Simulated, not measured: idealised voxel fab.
Presented below is a process module, voxel gate over fins.
cross-section cut | 240 nm wide | cells 5 nm
A cross-section in this document is a grid of square cells, and it is written down as bands, the top band listed before the ones below it; a band is made up of one or more rows of cells.
It is stipulated that each band's entry specify, in nanometres, the height of the top of the band and then that of its bottom, followed by the materials of the band in left-to-right sequence, each together with its width in nanometres. A single material marked by the word "all across" is understood to fill the band from edge to edge; the word "blank" is understood to denote empty space.
Height datum 0, below which the as-received substrate wafer is one material. Lowest band open at the bottom, running downward: "0 -> down".
Read "30->40" as a graded width: first number on top, second number at the bottom, same change between each pair of neighbouring rows.
When a step is marked "nothing changed", none of the cells in the cross-section changed during that step.
The label "Closed empty spaces" introduces a list of the empty spaces, 8 cells or larger, that have no open way up to the top; each entry in it reads width x height at distance, where the distance is taken from the left edge and all three are stated in nm.
Past the settings on a step's line: simulator remark, on that step.
overlay nm: mask offset rightward from planned place, masked step; negative means leftward offset.
Everything after this point is organized in pairs: a cross-section before one process step, a cross-section after it that shows only as deep as the lowest changed band, and, under the pair, the intervening step with its settings. Because different runs of this module on the same starting wafer can supply different pairs, a pair continues from the pair above it only if its entry headed "State before" says so.
[State before]
> 0 -> -10: blank (60) | Si (15) | blank (35) | Si (15) | blank (35) | Si (15) | blank (65)
> -10 -> -20: SiO2 (60) | Si (15) | SiO2 (35) | Si (15) | SiO2 (35) | Si (15) | SiO2 (65)
> -20 -> -30: SiO2 (60) | Si (15) | SiO2 (5) | TiN (5) | Ru (15) | TiN (5) | SiO2 (5) | Si (15) | SiO2 (35) | Si (15) | SiO2 (65)
> -30 -> -35: SiO2 (60) | Si (15) | SiO2 (5) | TiN (25) | SiO2 (5) | Si (15) | SiO2 (35) | Si (15) | SiO2 (65)
> -35 -> -40: SiO2 (60) | Si (15) | SiO2 (35) | Si (15) | SiO2 (35) | Si (15) | SiO2 (65)
> -40 -> down: Si all across
> Closed empty spaces: none
[Post-Process Section]
> 5 -> 0: blank (55) | HfO2 (25) | blank (25) | HfO2 (25) | blank (25) | HfO2 (25) | blank (60)
> 0 -> -5: blank (55) | HfO2 (5) | Si (15) | HfO2 (5) | blank (25) | HfO2 (5) | Si (15) | HfO2 (5) | blank (25) | HfO2 (5) | Si (15) | HfO2 (5) | blank (60)
> -5 -> -10: HfO2 (60) | Si (15) | HfO2 (35) | Si (15) | HfO2 (35) | Si (15) | HfO2 (65)
> Lower than -10, everything is as it was.
> Closed empty spaces: none
What is the step between the two cross-sections above? CONFORMAL_DEP [material HfO2] [thk nm 5]
State before: cross-section not repeated; it is the one shown after the step in the pair just above.
[Post-Process Section]
> 10 -> 5: blank (50) | TiN (35) | blank (15) | TiN (35) | blank (15) | TiN (35) | blank (55)
> 5 -> 0: blank (50) | TiN (5) | HfO2 (25) | TiN (5) | blank (15) | TiN (5) | HfO2 (25) | TiN (5) | blank (15) | TiN (5) | HfO2 (25) | TiN (5) | blank (55)
> 0 -> -5: TiN (55) | HfO2 (5) | Si (15) | HfO2 (5) | TiN (25) | HfO2 (5) | Si (15) | HfO2 (5) | TiN (25) | HfO2 (5) | Si (15) | HfO2 (5) | TiN (60)
> Lower than -5, everything is as it was.
> Closed empty spaces: none
What is the step between the two cross-sections above? CONFORMAL_DEP [material TiN] [thk nm 5]
State before: cross-section not repeated; it is the one shown after the step in the pair just above.
[Post-Process Section]
> 25 -> 10: W all across
> 10 -> 5: W (50) | TiN (35) | W (15) | TiN (35) | W (15) | TiN (35) | W (55)
> 5 -> 0: W (50) | TiN (5) | HfO2 (25) | TiN (5) | W (15) | TiN (5) | HfO2 (25) | TiN (5) | W (15) | TiN (5) | HfO2 (25) | TiN (5) | W (55)
> Lower than 0, everything is as it was.
> Closed empty spaces: none
What is the step between the two cross-sections above? FILL_DEP [material W] [thk nm 15]
State before: cross-section not repeated; it is the one shown after the step in the pair just above.
[Post-Process Section]
> 20 -> 10: W all across
> Lower than 10, everything is as it was.
> Closed empty spaces: none
What is the step between the two cross-sections above? CMP [height nm 20]
State before: cross-section not repeated; it is the one shown after the step in the pair just above.
[Post-Process Section]
> 30 -> 20: SiN all across
> Lower than 20, everything is as it was.
> Closed empty spaces: none
What is the step between the two cross-sections above? CONFORMAL_DEP [material SiN] [thk nm 10]
[State before]
> 10 -> 0: SiO2 (60) | SiN (15) | SiO2 (35) | SiN (15) | SiO2 (35) | SiN (15) | SiO2 (65)
> 0 -> -40: SiO2 (60) | Si (15) | SiO2 (35) | Si (15) | SiO2 (35) | Si (15) | SiO2 (65)
> -40 -> down: Si all across
> Closed empty spaces: none
[Post-Process Section]
> 10 -> 0: SiO2 (60) | SiN (15) | SiO2 (20) | blank (15) | SiN (15) | SiO2 (35) | SiN (15) | SiO2 (65)
> 0 -> -35: SiO2 (60) | Si (15) | SiO2 (20) | blank (15) | Si (15) | SiO2 (35) | Si (15) | SiO2 (65)
> Lower than -35, everything is as it was.
> Closed empty spaces: none
What is the step between the two cross-sections above? MASKED_ETCH [tone open] [mask id RAIL] [width nm 15] [etch materials SiO2] [depth nm 45] [overlay nm 10]
State before: cross-section not repeated; it is the one shown after the step in the pair just above.
[Post-Process Section]
> 15 -> 10: TiN (100) | blank (5) | TiN (135)
> 10 -> 0: SiO2 (60) | SiN (15) | SiO2 (20) | TiN (5) | blank (5) | TiN (5) | SiN (15) | SiO2 (35) | SiN (15) | SiO2 (65)
> 0 -> -30: SiO2 (60) | Si (15) | SiO2 (20) | TiN (5) | blank (5) | TiN (5) | Si (15) | SiO2 (35) | Si (15) | SiO2 (65)
> -30 -> -35: SiO2 (60) | Si (15) | SiO2 (20) | TiN (15) | Si (15) | SiO2 (35) | Si (15) | SiO2 (65)
> Lower than -35, everything is as it was.
> Closed empty spaces: none
What is the step between the two cross-sections above? CONFORMAL_DEP [material TiN] [thk nm 5]
State before: cross-section not repeated; it is the one shown after the step in the pair just above.
[Post-Process Section]
> 20 -> 15: Ru all across
> 15 -> 10: TiN (100) | Ru (5) | TiN (135)
> 10 -> 0: SiO2 (60) | SiN (15) | SiO2 (20) | TiN (5) | Ru (5) | TiN (5) | SiN (15) | SiO2 (35) | SiN (15) | SiO2 (65)
> 0 -> -30: SiO2 (60) | Si (15) | SiO2 (20) | TiN (5) | Ru (5) | TiN (5) | Si (15) | SiO2 (35) | Si (15) | SiO2 (65)
> Lower than -30, everything is as it was.
> Closed empty spaces: none
What is the step between the two cross-sections above? FILL_DEP [material Ru] [thk nm 5]
State before: cross-section not repeated; it is the one shown after the step in the pair just above.
[Post-Process Section]
> 10 -> 0: SiO2 (60) | SiN (15) | SiO2 (20) | TiN (5) | Ru (5) | TiN (5) | SiN (15) | SiO2 (35) | SiN (15) | SiO2 (65)
> Lower than 0, everything is as it was.
> Closed empty spaces: none
What is the step between the two cross-sections above? CMP [height nm 10]
State before: cross-section not repeated; it is the one shown after the step in the pair just above.
[Post-Process Section]
> 10 -> 0: SiO2 (60) | SiN (15) | SiO2 (20) | blank (15) | SiN (15) | SiO2 (35) | SiN (15) | SiO2 (65)
> 0 -> -20: SiO2 (60) | Si (15) | SiO2 (20) | blank (15) | Si (15) | SiO2 (35) | Si (15) | SiO2 (65)
> Lower than -20, everything is as it was.
> Closed empty spaces: none
What is the step between the two cross-sections above? SELECTIVE_ETCH [etch materials W Ru TiN] [depth nm 30]
State before: cross-section not repeated; it is the one shown after the step in the pair just above.
[Post-Process Section]
> 15 -> 10: SiO2 all across
> 10 -> 0: SiO2 (60) | SiN (15) | SiO2 (35) | SiN (15) | SiO2 (35) | SiN (15) | SiO2 (65)
> 0 -> -20: SiO2 (60) | Si (15) | SiO2 (35) | Si (15) | SiO2 (35) | Si (15) | SiO2 (65)
> Lower than -20, everything is as it was.
> Closed empty spaces: none
What is the step between the two cross-sections above? FILL_DEP [material SiO2] [thk nm 5]
State before: cross-section not repeated; it is the one shown after the step in the pair just above.
[Post-Process Section]
> 10 -> 0: SiO2 (60) | SiN (15) | SiO2 (35) | SiN (15) | SiO2 (35) | SiN (15) | SiO2 (65)
> Lower than 0, everything is as it was.
> Closed empty spaces: none
What is the step between the two cross-sections above? CMP [height nm 10]
State before: cross-section not repeated; it is the one shown after the step in the pair just above.
[Post-Process Section]
> 10 -> 0: blank (60) | SiN (15) | blank (35) | SiN (15) | blank (35) | SiN (15) | blank (65)
> 0 -> -10: blank (60) | Si (15) | blank (35) | Si (15) | blank (35) | Si (15) | blank (65)
> Lower than -10, everything is as it was.
> Closed empty spaces: none
What is the step between the two cross-sections above? SELECTIVE_ETCH [etch materials SiO2] [depth nm 20]
State before: cross-section not repeated; it is the one shown after the step in the pair just above.
[Post-Process Section]
> 0 -> -10: blank (60) | Si (15) | blank (35) | Si (15) | blank (35) | Si (15) | blank (65)
> Lower than -10, everything is as it was.
> Closed empty spaces: none
What is the step between the two cross-sections above? STRIP [etch materials SiN]
State before: cross-section not repeated; it is the one shown after the step in the pair just above.
[Post-Process Section]
> 5 -> 0: blank (55) | HfO2 (25) | blank (25) | HfO2 (25) | blank (25) | HfO2 (25) | blank (60)
> 0 -> -5: blank (55) | HfO2 (5) | Si (15) | HfO2 (5) | blank (25) | HfO2 (5) | Si (15) | HfO2 (5) | blank (25) | HfO2 (5) | Si (15) | HfO2 (5) | blank (60)
> -5 -> -10: HfO2 (60) | Si (15) | HfO2 (35) | Si (15) | HfO2 (35) | Si (15) | HfO2 (65)
> Lower than -10, everything is as it was.
> Closed empty spaces: none
What is the step between the two cross-sections above? CONFORMAL_DEP [material HfO2] [thk nm 5]
State before: cross-section not repeated; it is the one shown after the step in the pair just above.
[Post-Process Section]
> 10 -> 5: blank (50) | TiN (35) | blank (15) | TiN (35) | blank (15) | TiN (35) | blank (55)
> 5 -> 0: blank (50) | TiN (5) | HfO2 (25) | TiN (5) | blank (15) | TiN (5) | HfO2 (25) | TiN (5) | blank (15) | TiN (5) | HfO2 (25) | TiN (5) | blank (55)
> 0 -> -5: TiN (55) | HfO2 (5) | Si (15) | HfO2 (5) | TiN (25) | HfO2 (5) | Si (15) | HfO2 (5) | TiN (25) | HfO2 (5) | Si (15) | HfO2 (5) | TiN (60)
> Lower than -5, everything is as it was.
> Closed empty spaces: none
What is the step between the two cross-sections above? CONFORMAL_DEP [material TiN] [thk nm 5]
State before: cross-section not repeated; it is the one shown after the step in the pair just above.
[Post-Process Section]
> 25 -> 10: W all across
> 10 -> 5: W (50) | TiN (35) | W (15) | TiN (35) | W (15) | TiN (35) | W (55)
> 5 -> 0: W (50) | TiN (5) | HfO2 (25) | TiN (5) | W (15) | TiN (5) | HfO2 (25) | TiN (5) | W (15) | TiN (5) | HfO2 (25) | TiN (5) | W (55)
> Lower than 0, everything is as it was.
> Closed empty spaces: none
What is the step between the two cross-sections above? FILL_DEP [material W] [thk nm 15]
State before: cross-section not repeated; it is the one shown after the step in the pair just above.
[Post-Process Section]
> 20 -> 10: W all across
> Lower than 10, everything is as it was.
> Closed empty spaces: none
What is the step between the two cross-sections above? CMP [height nm 20]
State before: cross-section not repeated; it is the one shown after the step in the pair just above.
[Post-Process Section]
> 30 -> 20: SiN all across
> Lower than 20, everything is as it was.
> Closed empty spaces: none
What is the step between the two cross-sections above? CONFORMAL_DEP [material SiN] [thk nm 10]
[State before]
> 10 -> 0: SiO2 (60) | SiN (15) | SiO2 (10) | blank (15) | SiO2 (10) | SiN (15) | SiO2 (35) | SiN (15) | SiO2 (65)
> 0 -> -35: SiO2 (60) | Si (15) | SiO2 (10) | blank (15) | SiO2 (10) | Si (15) | SiO2 (35) | Si (15) | SiO2 (65)
> -35 -> -40: SiO2 (60) | Si (15) | SiO2 (35) | Si (15) | SiO2 (35) | Si (15) | SiO2 (65)
> -40 -> down: Si all across
> Closed empty spaces: none
[Post-Process Section]
> 15 -> 10: W (90) | blank (5) | W (145)
> 10 -> 0: SiO2 (60) | SiN (15) | SiO2 (10) | W (5) | blank (5) | W (5) | SiO2 (10) | SiN (15) | SiO2 (35) | SiN (15) | SiO2 (65)
> 0 -> -30: SiO2 (60) | Si (15) | SiO2 (10) | W (5) | blank (5) | W (5) | SiO2 (10) | Si (15) | SiO2 (35) | Si (15) | SiO2 (65)
> -30 -> -35: SiO2 (60) | Si (15) | SiO2 (10) | W (15) | SiO2 (10) | Si (15) | SiO2 (35) | Si (15) | SiO2 (65)
> Lower than -35, everything is as it was.
> Closed empty spaces: none
What is the step between the two cross-sections above? CONFORMAL_DEP [material W] [thk nm 5]
State before: cross-section not repeated; it is the one shown after the step in the pair just above.
[Post-Process Section]
> 20 -> 15: Ru all across
> 15 -> 10: W (90) | Ru (5) | W (145)
> 10 -> 0: SiO2 (60) | SiN (15) | SiO2 (10) | W (5) | Ru (5) | W (5) | SiO2 (10) | SiN (15) | SiO2 (35) | SiN (15) | SiO2 (65)
> 0 -> -30: SiO2 (60) | Si (15) | SiO2 (10) | W (5) | Ru (5) | W (5) | SiO2 (10) | Si (15) | SiO2 (35) | Si (15) | SiO2 (65)
> Lower than -30, everything is as it was.
> Closed empty spaces: none
What is the step between the two cross-sections above? FILL_DEP [material Ru] [thk nm 5]
State before: cross-section not repeated; it is the one shown after the step in the pair just above.
[Post-Process Section]
> 10 -> 0: SiO2 (60) | SiN (15) | SiO2 (10) | W (5) | Ru (5) | W (5) | SiO2 (10) | SiN (15) | SiO2 (35) | SiN (15) | SiO2 (65)
> Lower than 0, everything is as it was.
> Closed empty spaces: none
What is the step between the two cross-sections above? CMP [height nm 10]
State before: cross-section not repeated; it is the one shown after the step in the pair just above.
[Post-Process Section]
> 10 -> 0: SiO2 (60) | SiN (15) | SiO2 (10) | blank (15) | SiO2 (10) | SiN (15) | SiO2 (35) | SiN (15) | SiO2 (65)
> 0 -> -20: SiO2 (60) | Si (15) | SiO2 (10) | blank (15) | SiO2 (10) | Si (15) | SiO2 (35) | Si (15) | SiO2 (65)
> Lower than -20, everything is as it was.
> Closed empty spaces: none
What is the step between the two cross-sections above? SELECTIVE_ETCH [etch materials W Ru TiN] [depth nm 30]
State before: cross-section not repeated; it is the one shown after the step in the pair just above.
[Post-Process Section]
> 15 -> 10: SiO2 all across
> 10 -> 0: SiO2 (60) | SiN (15) | SiO2 (35) | SiN (15) | SiO2 (35) | SiN (15) | SiO2 (65)
> 0 -> -20: SiO2 (60) | Si (15) | SiO2 (35) | Si (15) | SiO2 (35) | Si (15) | SiO2 (65)
> Lower than -20, everything is as it was.
> Closed empty spaces: none
What is the step between the two cross-sections above? FILL_DEP [material SiO2] [thk nm 5]
State before: cross-section not repeated; it is the one shown after the step in the pair just above.
[Post-Process Section]
> 10 -> 0: SiO2 (60) | SiN (15) | SiO2 (35) | SiN (15) | SiO2 (35) | SiN (15) | SiO2 (65)
> Lower than 0, everything is as it was.
> Closed empty spaces: none
What is the step between the two cross-sections above? CMP [height nm 10]
State before: cross-section not repeated; it is the one shown after the step in the pair just above.
[Post-Process Section]
> 10 -> 0: blank (60) | SiN (15) | blank (35) | SiN (15) | blank (35) | SiN (15) | blank (65)
> 0 -> -10: blank (60) | Si (15) | blank (35) | Si (15) | blank (35) | Si (15) | blank (65)
> Lower than -10, everything is as it was.
> Closed empty spaces: none
What is the step between the two cross-sections above? SELECTIVE_ETCH [etch materials SiO2] [depth nm 20]
State before: cross-section not repeated; it is the one shown after the step in the pair just above.
[Post-Process Section]
> 0 -> -10: blank (60) | Si (15) | blank (35) | Si (15) | blank (35) | Si (15) | blank (65)
> Lower than -10, everything is as it was.
> Closed empty spaces: none
What is the step between the two cross-sections above? STRIP [etch materials SiN]
State before: cross-section not repeated; it is the one shown after the step in the pair just above.
[Post-Process Section]
> 5 -> 0: blank (55) | HfO2 (25) | blank (25) | HfO2 (25) | blank (25) | HfO2 (25) | blank (60)
> 0 -> -5: blank (55) | HfO2 (5) | Si (15) | HfO2 (5) | blank (25) | HfO2 (5) | Si (15) | HfO2 (5) | blank (25) | HfO2 (5) | Si (15) | HfO2 (5) | blank (60)
> -5 -> -10: HfO2 (60) | Si (15) | HfO2 (35) | Si (15) | HfO2 (35) | Si (15) | HfO2 (65)
> Lower than -10, everything is as it was.
> Closed empty spaces: none
What is the step between the two cross-sections above? CONFORMAL_DEP [material HfO2] [thk nm 5]
State before: cross-section not repeated; it is the one shown after the step in the pair just above.
[Post-Process Section]
> 10 -> 5: blank (50) | TiN (35) | blank (15) | TiN (35) | blank (15) | TiN (35) | blank (55)
> 5 -> 0: blank (50) | TiN (5) | HfO2 (25) | TiN (5) | blank (15) | TiN (5) | HfO2 (25) | TiN (5) | blank (15) | TiN (5) | HfO2 (25) | TiN (5) | blank (55)
> 0 -> -5: TiN (55) | HfO2 (5) | Si (15) | HfO2 (5) | TiN (25) | HfO2 (5) | Si (15) | HfO2 (5) | TiN (25) | HfO2 (5) | Si (15) | HfO2 (5) | TiN (60)
> Lower than -5, everything is as it was.
> Closed empty spaces: none
What is the step between the two cross-sections above? CONFORMAL_DEP [material TiN] [thk nm 5]
State before: cross-section not repeated; it is the one shown after the step in the pair just above.
[Post-Process Section]
> 25 -> 10: W all across
> 10 -> 5: W (50) | TiN (35) | W (15) | TiN (35) | W (15) | TiN (35) | W (55)
> 5 -> 0: W (50) | TiN (5) | HfO2 (25) | TiN (5) | W (15) | TiN (5) | HfO2 (25) | TiN (5) | W (15) | TiN (5) | HfO2 (25) | TiN (5) | W (55)
> Lower than 0, everything is as it was.
> Closed empty spaces: none
What is the step between the two cross-sections above? FILL_DEP [material W] [thk nm 15]
State before: cross-section not repeated; it is the one shown after the step in the pair just above.
[Post-Process Section]
> 20 -> 10: W all across
> Lower than 10, everything is as it was.
> Closed empty spaces: none
What is the step between the two cross-sections above? CMP [height nm 20]
State before: cross-section not repeated; it is the one shown after the step in the pair just above.
[Post-Process Section]
> 30 -> 20: SiN all across
> Lower than 20, everything is as it was.
> Closed empty spaces: none
What is the step between the two cross-sections above? CONFORMAL_DEP [material SiN] [thk nm 10]
[State before]
> 10 -> 0: SiO2 (60) | SiN (15) | SiO2 (35) | SiN (15) | SiO2 (35) | SiN (15) | SiO2 (65)
> 0 -> -40: SiO2 (60) | Si (15) | SiO2 (35) | Si (15) | SiO2 (35) | Si (15) | SiO2 (65)
> -40 -> down: Si all across
> Closed empty spaces: none
[Post-Process Section]
> 10 -> 0: blank (60) | SiN (15) | blank (10) | SiO2 (15) | blank (10) | SiN (15) | blank (35) | SiN (15) | blank (65)
> 0 -> -35: blank (60) | Si (15) | blank (10) | SiO2 (15) | blank (10) | Si (15) | blank (35) | Si (15) | blank (65)
> Lower than -35, everything is as it was.
> Closed empty spaces: none
What is the step between the two cross-sections above? MASKED_ETCH [tone cover] [mask id RAIL] [width nm 15] [etch materials SiO2] [depth nm 45] [overlay nm 0]
State before: cross-section not repeated; it is the one shown after the step in the pair just above.
[Post-Process Section]
> 15 -> 10: blank (55) | TiN (75) | blank (25) | TiN (25) | blank (60)
> 10 -> 0: blank (55) | TiN (5) | SiN (15) | TiN (10) | SiO2 (15) | TiN (10) | SiN (15) | TiN (5) | blank (25) | TiN (5) | SiN (15) | TiN (5) | blank (60)
> 0 -> -30: blank (55) | TiN (5) | Si (15) | TiN (10) | SiO2 (15) | TiN (10) | Si (15) | TiN (5) | blank (25) | TiN (5) | Si (15) | TiN (5) | blank (60)
> -30 -> -35: TiN (60) | Si (15) | TiN (10) | SiO2 (15) | TiN (10) | Si (15) | TiN (35) | Si (15) | TiN (65)
> Lower than -35, everything is as it was.
> Closed empty spaces: none
What is the step between the two cross-sections above? CONFORMAL_DEP [material TiN] [thk nm 5]
State before: cross-section not repeated; it is the one shown after the step in the pair just above.
[Post-Process Section]
> 20 -> 15: Ru all across
> 15 -> 10: Ru (55) | TiN (75) | Ru (25) | TiN (25) | Ru (60)
> 10 -> 0: Ru (55) | TiN (5) | SiN (15) | TiN (10) | SiO2 (15) | TiN (10) | SiN (15) | TiN (5) | Ru (25) | TiN (5) | SiN (15) | TiN (5) | Ru (60)
> 0 -> -30: Ru (55) | TiN (5) | Si (15) | TiN (10) | SiO2 (15) | TiN (10) | Si (15) | TiN (5) | Ru (25) | TiN (5) | Si (15) | TiN (5) | Ru (60)
> Lower than -30, everything is as it was.
> Closed empty spaces: none
What is the step between the two cross-sections above? FILL_DEP [material Ru] [thk nm 5]
State before: cross-section not repeated; it is the one shown after the step in the pair just above.
[Post-Process Section]
> 10 -> 0: Ru (55) | TiN (5) | SiN (15) | TiN (10) | SiO2 (15) | TiN (10) | SiN (15) | TiN (5) | Ru (25) | TiN (5) | SiN (15) | TiN (5) | Ru (60)
> Lower than 0, everything is as it was.
> Closed empty spaces: none
What is the step between the two cross-sections above? CMP [height nm 10]
State before: cross-section not repeated; it is the one shown after the step in the pair just above.
[Post-Process Section]
> 10 -> 0: blank (60) | SiN (15) | blank (10) | SiO2 (15) | blank (10) | SiN (15) | blank (35) | SiN (15) | blank (65)
> 0 -> -20: blank (60) | Si (15) | blank (10) | SiO2 (15) | blank (10) | Si (15) | blank (35) | Si (15) | blank (65)
> Lower than -20, everything is as it was.
> Closed empty spaces: none
What is the step between the two cross-sections above? SELECTIVE_ETCH [etch materials W Ru TiN] [depth nm 30]
State before: cross-section not repeated; it is the one shown after the step in the pair just above.
[Post-Process Section]
> 15 -> 10: SiO2 all across
> 10 -> 0: SiO2 (60) | SiN (15) | SiO2 (35) | SiN (15) | SiO2 (35) | SiN (15) | SiO2 (65)
> 0 -> -20: SiO2 (60) | Si (15) | SiO2 (35) | Si (15) | SiO2 (35) | Si (15) | SiO2 (65)
> Lower than -20, everything is as it was.
> Closed empty spaces: none
What is the step between the two cross-sections above? FILL_DEP [material SiO2] [thk nm 5]
State before: cross-section not repeated; it is the one shown after the step in the pair just above.
[Post-Process Section]
> 10 -> 0: SiO2 (60) | SiN (15) | SiO2 (35) | SiN (15) | SiO2 (35) | SiN (15) | SiO2 (65)
> Lower than 0, everything is as it was.
> Closed empty spaces: none
What is the step between the two cross-sections above? CMP [height nm 10]
State before: cross-section not repeated; it is the one shown after the step in the pair just above.
[Post-Process Section]
> 10 -> 0: blank (60) | SiN (15) | blank (35) | SiN (15) | blank (35) | SiN (15) | blank (65)
> 0 -> -10: blank (60) | Si (15) | blank (35) | Si (15) | blank (35) | Si (15) | blank (65)
> Lower than -10, everything is as it was.
> Closed empty spaces: none
What is the step between the two cross-sections above? SELECTIVE_ETCH [etch materials SiO2] [depth nm 20]
State before: cross-section not repeated; it is the one shown after the step in the pair just above.
[Post-Process Section]
> 0 -> -10: blank (60) | Si (15) | blank (35) | Si (15) | blank (35) | Si (15) | blank (65)
> Lower than -10, everything is as it was.
> Closed empty spaces: none
What is the step between the two cross-sections above? STRIP [etch materials SiN]
State before: cross-section not repeated; it is the one shown after the step in the pair just above.
[Post-Process Section]
> 5 -> 0: blank (55) | HfO2 (25) | blank (25) | HfO2 (25) | blank (25) | HfO2 (25) | blank (60)
> 0 -> -5: blank (55) | HfO2 (5) | Si (15) | HfO2 (5) | blank (25) | HfO2 (5) | Si (15) | HfO2 (5) | blank (25) | HfO2 (5) | Si (15) | HfO2 (5) | blank (60)
> -5 -> -10: HfO2 (60) | Si (15) | HfO2 (35) | Si (15) | HfO2 (35) | Si (15) | HfO2 (65)
> Lower than -10, everything is as it was.
> Closed empty spaces: none
What is the step between the two cross-sections above? CONFORMAL_DEP [material HfO2] [thk nm 5]
State before: cross-section not repeated; it is the one shown after the step in the pair just above.
[Post-Process Section]
> 10 -> 5: blank (50) | TiN (35) | blank (15) | TiN (35) | blank (15) | TiN (35) | blank (55)
> 5 -> 0: blank (50) | TiN (5) | HfO2 (25) | TiN (5) | blank (15) | TiN (5) | HfO2 (25) | TiN (5) | blank (15) | TiN (5) | HfO2 (25) | TiN (5) | blank (55)
> 0 -> -5: TiN (55) | HfO2 (5) | Si (15) | HfO2 (5) | TiN (25) | HfO2 (5) | Si (15) | HfO2 (5) | TiN (25) | HfO2 (5) | Si (15) | HfO2 (5) | TiN (60)
> Lower than -5, everything is as it was.
> Closed empty spaces: none
What is the step between the two cross-sections above? CONFORMAL_DEP [material TiN] [thk nm 5]
State before: cross-section not repeated; it is the one shown after the step in the pair just above.
[Post-Process Section]
> 25 -> 10: W all across
> 10 -> 5: W (50) | TiN (35) | W (15) | TiN (35) | W (15) | TiN (35) | W (55)
> 5 -> 0: W (50) | TiN (5) | HfO2 (25) | TiN (5) | W (15) | TiN (5) | HfO2 (25) | TiN (5) | W (15) | TiN (5) | HfO2 (25) | TiN (5) | W (55)
> Lower than 0, everything is as it was.
> Closed empty spaces: none
What is the step between the two cross-sections above? FILL_DEP [material W] [thk nm 15]
State before: cross-section not repeated; it is the one shown after the step in the pair just above.
[Post-Process Section]
> 20 -> 10: W all across
> Lower than 10, everything is as it was.
> Closed empty spaces: none
What is the step between the two cross-sections above? CMP [height nm 20]
State before: cross-section not repeated; it is the one shown after the step in the pair just above.
[Post-Process Section]
> 30 -> 20: SiN all across
> Lower than 20, everything is as it was.
> Closed empty spaces: none
What is the step between the two cross-sections above? CONFORMAL_DEP [material SiN] [thk nm 10]
